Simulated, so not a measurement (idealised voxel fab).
process module | voxel air gaps
cross-section cut | 220 nm wide | cells 5 nm
A cross-section is a grid of square cells, given in bands from the top down. A band is one or more rows of cells.
Each band's line starts with the height of the band's top and of its bottom, in nm. Then come its materials from left to right, each with its width in nm. One material with "throughout" fills the band from edge to edge. "air" is empty space.
Height 0 is the level under which the wafer as received is all one material. The lowest band goes on downwards, as in "0 down".
A width such as "30 to 40" changes by the same amount from each row of cells to the next, from the band's top row to its bottom row.
"no change" after a step means that no cell of the cross-section changed.
closed voids: empty space of 8 cells or more with no open way to the top, each as width x height at its distance from the left edge, in nm
after a step's settings: what the simulator itself notes on the step
overlay nm, on a step with a mask: how far to the right of its planned place the mask lay; to the left if negative
plan
1 op RECEIVE | material Si
2 op CONFORMAL_DEP | material SiO2 | thk nm 15
3 op CONFORMAL_DEP | material SiCN | thk nm 5
4 op DIRECTIONAL_DEP | material SiO2 | thk nm 30
5 op DIRECTIONAL_DEP | material aC | thk nm 10
6 op PATTERN | tone open | mask id LINES | material resist | width nm 20 | pitch nm 45 | thk nm 30 | overlay nm 0
7 op DIRECTIONAL_ETCH | etch materials aC | depth nm 10
8 op STRIP | etch materials resist
9 op DIRECTIONAL_ETCH | etch materials SiO2 | depth nm 30
10 op STRIP | etch materials aC
11 op CONFORMAL_DEP | material TiN | thk nm 5
12 op FILL_DEP | material W | thk nm 10
13 op CMP | height nm 50
14 op EPI | material Ru | thk nm 10
15 op SELECTIVE_ETCH | etch materials SiO2 | depth nm 40
16 op CONFORMAL_DEP | material SiCN | thk nm 5
as received, after step 1
  0 down: Si throughout
  closed voids: none
a wafer at the end: this start, this plan, one mistake
  65 to 60: air 15 | SiCN 185 | air 20
  60 to 50: air 15 | SiCN 5 | Ru 40 | SiCN 5 | Ru 40 | SiCN 5 | Ru 40 | SiCN 5 | Ru 40 | SiCN 5 | air 20
  50 to 45: air 15 | SiCN 15 | TiN 5 | W 10 | TiN 5 | SiCN 25 | TiN 5 | W 10 | TiN 5 | SiCN 25 | TiN 5 | W 10 | TiN 5 | SiCN 25 | TiN 5 | W 10 | TiN 5 | SiCN 15 | air 20
  45 to 40: air 25 | SiCN 5 | TiN 5 | W 10 | TiN 5 | SiCN 5 | air 15 | SiCN 5 | TiN 5 | W 10 | TiN 5 | SiCN 5 | air 15 | SiCN 5 | TiN 5 | W 10 | TiN 5 | SiCN 5 | air 15 | SiCN 5 | TiN 5 | W 10 | TiN 5 | SiCN 5 | air 30
  40 to 35: SiCN 30 | TiN 20 | SiCN 25 | TiN 20 | SiCN 25 | TiN 20 | SiCN 25 | TiN 20 | SiCN 35
  35 to 30: SiCN throughout
  30 to 0: SiO2 throughout
  0 down: Si throughout
  closed voids: none
what went wrong: step 2 was run twice
